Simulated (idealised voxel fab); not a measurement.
Module name: voxel ribs on slabs (process module)
The width of the displayed cross-section, cut, is 165 nm; its cells are square, with a size of 5 nm.
Reading order for cross-sections: top band down to bottom band. Underlying form: a grid of square cells. Band size: one or more rows of cells. For a band, the entry starts with two heights in nm, that of the top and then that of the bottom, and carries on with the band's materials in order from left to right, each alongside its width in nm; the word "throughout" beside a single material means it fills the band edge to edge, and "empty" means empty space. Heads up on the height convention: 0 is the point under which the incoming wafer is all one material, and the lowest band has no bottom, it just keeps going down, like "top 0, no bottom". It should be noted that a width expressed as "30..40" varies in equal increments from row to row of cells within the band, taking the value of the first number at the top row and that of the second number at the bottom row. When a step is marked "no modifications", none of the cells in the cross-section changed during that step. You'll see "Tabulated closed voids" listing empty spaces that have no way open to the top, as long as they're 8 cells or more; the notation is width x height at distance, where the distance is from the left edge, and all of it is in nm. Anything after a step's settings on that line? It's the simulator's own note about the step. When a step includes a mask, the "overlay nm" setting on its line states how far to the right of its planned place that mask lay, and negative values state how far to the left.

## Planned step list for the process
1) RECEIVE: material Si
2) DIRECTIONAL_DEP: material SiO2, thk nm 30
3) DIRECTIONAL_DEP: material SiN, thk nm 25
4) MASKED_ETCH: tone cover, mask id RIB, width nm 25, etch materials SiN, depth nm 15, overlay nm 0
5) DIRECTIONAL_DEP: material aC, thk nm 15
6) PATTERN: tone cover, mask id SLAB, material resist, width nm 55, thk nm 30, overlay nm 0
7) DIRECTIONAL_ETCH: etch materials aC, depth nm 15
8) STRIP: etch materials resist
9) DIRECTIONAL_ETCH: etch materials SiN, depth nm 10
10) STRIP: etch materials aC
11) FILL_DEP: material SiO2, thk nm 15
12) CMP: height nm 65
13) DIRECTIONAL_DEP: material W, thk nm 5
14) PATTERN: tone cover, mask id HEATER, material resist, width nm 35, thk nm 20, overlay nm 0
15) DIRECTIONAL_ETCH: etch materials W, depth nm 5
16) STRIP: etch materials resist
17) CONFORMAL_DEP: material SiO2, thk nm 5

## First of two wafers, with the run carried out as planned

## Shown in cross-section is the wafer as received, that is, as it stands after step 1
* top 0, no bottom | Si throughout
* Tabulated closed voids: none

## Cross-section through the wafer, step 2 finished
* top 30, bottom 0 | SiO2 throughout
* Anything lower than 0 is untouched.

## Cross-section through the wafer, step 3 finished
* top 55, bottom 30 | SiN throughout
* Anything lower than 30 is untouched.

## Cross-section through the wafer, step 4 finished
* top 55, bottom 40 | 70 of empty; 25 of SiN; 70 of empty
* Anything lower than 40 is untouched.

## Cross-section through the wafer, step 5 finished
* top 70, bottom 55 | 70 of empty; 25 of aC; 70 of empty
* top 55, bottom 40 | 70 of aC; 25 of SiN; 70 of aC
* Anything lower than 40 is untouched.

## Cross-section through the wafer, step 6 finished
* top 100, bottom 70 | 55 of empty; 55 of resist; 55 of empty
* top 70, bottom 55 | 55 of empty; 15 of resist; 25 of aC; 15 of resist; 55 of empty
* Anything lower than 55 is untouched.

## Cross-section through the wafer, step 7 finished
* top 85, bottom 70 | 55 of empty; 55 of resist; 55 of empty
* top 70, bottom 55 | 55 of empty; 15 of resist; 25 of aC; 15 of resist; 55 of empty
* top 55, bottom 40 | 55 of empty; 15 of aC; 25 of SiN; 15 of aC; 55 of empty
* Anything lower than 40 is untouched.

## Cross-section through the wafer, step 8 finished
* top 70, bottom 55 | 70 of empty; 25 of aC; 70 of empty
* Anything lower than 55 is untouched.

## Cross-section through the wafer, step 9 finished
* top 70, bottom 55 | 70 of empty; 25 of aC; 70 of empty
* top 55, bottom 40 | 55 of empty; 15 of aC; 25 of SiN; 15 of aC; 55 of empty
* top 40, bottom 30 | 55 of empty; 55 of SiN; 55 of empty
* Anything lower than 30 is untouched.

## Cross-section through the wafer, step 10 finished
* top 55, bottom 40 | 70 of empty; 25 of SiN; 70 of empty
* Anything lower than 40 is untouched.

## Cross-section through the wafer, step 11 finished
* top 70, bottom 55 | SiO2 throughout
* top 55, bottom 40 | 70 of SiO2; 25 of SiN; 70 of SiO2
* top 40, bottom 30 | 55 of SiO2; 55 of SiN; 55 of SiO2
* Anything lower than 30 is untouched.

## Cross-section through the wafer, step 12 finished
* top 65, bottom 55 | SiO2 throughout
* Anything lower than 55 is untouched.

## Cross-section through the wafer, step 13 finished
* top 70, bottom 65 | W throughout
* Anything lower than 65 is untouched.

## Cross-section through the wafer, step 14 finished
* top 90, bottom 70 | 65 of empty; 35 of resist; 65 of empty
* Anything lower than 70 is untouched.

## Cross-section through the wafer, step 15 finished
* top 90, bottom 70 | 65 of empty; 35 of resist; 65 of empty
* top 70, bottom 65 | 65 of empty; 35 of W; 65 of empty
* Anything lower than 65 is untouched.

## Cross-section through the wafer, step 16 finished
* top 70, bottom 65 | 65 of empty; 35 of W; 65 of empty
* Anything lower than 65 is untouched.

## Cross-section through the wafer, step 17 finished
* top 75, bottom 70 | 60 of empty; 45 of SiO2; 60 of empty
* top 70, bottom 65 | 65 of SiO2; 35 of W; 65 of SiO2
* Anything lower than 65 is untouched.

## second wafer: like start, like plan, one mistake. Through step 16 it matches the first wafer

## At the planned end of step 17, the second wafer in cross-section
* top 75, bottom 70 | 60 of empty; 45 of SiN; 60 of empty
* top 70, bottom 65 | 65 of SiN; 35 of W; 65 of SiN
* Anything lower than 65 is untouched.
Finding, execution versus plan: step 17 ran with different settings than intended, the actual operation and settings being CONFORMAL_DEP: material SiN, thk nm 5
Counted in cells at the end, the second wafer holds more or fewer of these materials than the first: +35 SiN | -35 SiO2
